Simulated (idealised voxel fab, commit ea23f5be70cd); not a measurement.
process module | voxel gate over fins
cross-section cut | 290 nm wide | cells 5 nm
A cross-section is a grid of square cells, given in bands from the top down. A band is one or more rows of cells.
Each band's line starts with the height of the band's top and of its bottom, in nm. Then come its materials from left to right, each with its width in nm. One material with "throughout" fills the band from edge to edge. "air" is empty space.
Height 0 is the level under which the wafer as received is all one material. The lowest band goes on downwards, as in "0 down".
A width such as "30 to 40" changes by the same amount from each row of cells to the next, from the band's top row to its bottom row.
"no change" after a step means that no cell of the cross-section changed.
closed voids: empty space of 8 cells or more with no open way to the top, each as width x height at its distance from the left edge, in nm
after a step's settings: what the simulator itself notes on the step
overlay nm, on a step with a mask: how far to the right of its planned place the mask lay; to the left if negative
plan
1 op RECEIVE | material Si
2 op CONFORMAL_DEP | material SiN | thk nm 5
3 op DIRECTIONAL_DEP | material aC | thk nm 15
4 op PATTERN | tone cover | mask id FINS | material resist | width nm 15 | pitch nm 60 | thk nm 35 | overlay nm 0
5 op DIRECTIONAL_ETCH | etch materials aC | depth nm 15
6 op STRIP | etch materials resist
7 op DIRECTIONAL_ETCH | etch materials SiN | depth nm 5
8 op DIRECTIONAL_ETCH | etch materials Si | depth nm 40
9 op STRIP | etch materials aC
10 op FILL_DEP | material SiO2 | thk nm 15
11 op CMP | height nm 5
12 op PATTERN | tone open | mask id RAIL | material resist | width nm 15 | thk nm 15 | overlay nm 0
13 op DIRECTIONAL_ETCH | etch materials SiO2 | depth nm 40
14 op STRIP | etch materials resist
15 op CONFORMAL_DEP | material TiN | thk nm 5
16 op FILL_DEP | material W | thk nm 5
17 op CMP | height nm 5
18 op SELECTIVE_ETCH | etch materials W Ru TiN | depth nm 20
19 op FILL_DEP | material SiO2 | thk nm 5
20 op CMP | height nm 5
21 op SELECTIVE_ETCH | etch materials SiO2 | depth nm 15
22 op STRIP | etch materials SiN
23 op CONFORMAL_DEP | material HfO2 | thk nm 5
24 op CONFORMAL_DEP | material TiN | thk nm 5
25 op FILL_DEP | material W | thk nm 15
26 op CMP | height nm 20
27 op CONFORMAL_DEP | material SiCN | thk nm 10
as received, after step 1
  0 down: Si throughout
  closed voids: none
a wafer at the end: this start, this plan, one mistake
  30 to 20: SiCN throughout
  20 to 10: W throughout
  10 to 5: W 35 | TiN 35 | W 25 | TiN 35 | W 25 | TiN 35 | W 25 | TiN 35 | W 40
  5 to 0: W 35 | TiN 5 | HfO2 25 | TiN 5 | W 25 | TiN 5 | HfO2 25 | TiN 5 | W 25 | TiN 5 | HfO2 25 | TiN 5 | W 25 | TiN 5 | HfO2 25 | TiN 5 | W 40
  0 to -5: TiN 40 | HfO2 5 | Si 15 | HfO2 5 | TiN 35 | HfO2 5 | Si 15 | HfO2 5 | TiN 35 | HfO2 5 | Si 15 | HfO2 5 | TiN 35 | HfO2 5 | Si 15 | HfO2 5 | TiN 45
  -5 to -10: HfO2 45 | Si 15 | HfO2 45 | Si 15 | HfO2 45 | Si 15 | HfO2 45 | Si 15 | HfO2 50
  -10 to -15: SiO2 45 | Si 15 | SiO2 45 | Si 15 | SiO2 45 | Si 15 | SiO2 45 | Si 15 | SiO2 50
  -15 to -30: SiO2 45 | Si 15 | SiO2 15 | TiN 5 | W 5 | TiN 5 | SiO2 15 | Si 15 | SiO2 45 | Si 15 | SiO2 45 | Si 15 | SiO2 50
  -30 to -35: SiO2 45 | Si 15 | SiO2 15 | TiN 15 | SiO2 15 | Si 15 | SiO2 45 | Si 15 | SiO2 45 | Si 15 | SiO2 50
  -35 to -80: SiO2 45 | Si 15 | SiO2 45 | Si 15 | SiO2 45 | Si 15 | SiO2 45 | Si 15 | SiO2 50
  -80 down: Si throughout
  closed voids: none
what went wrong: step 8 was run twice
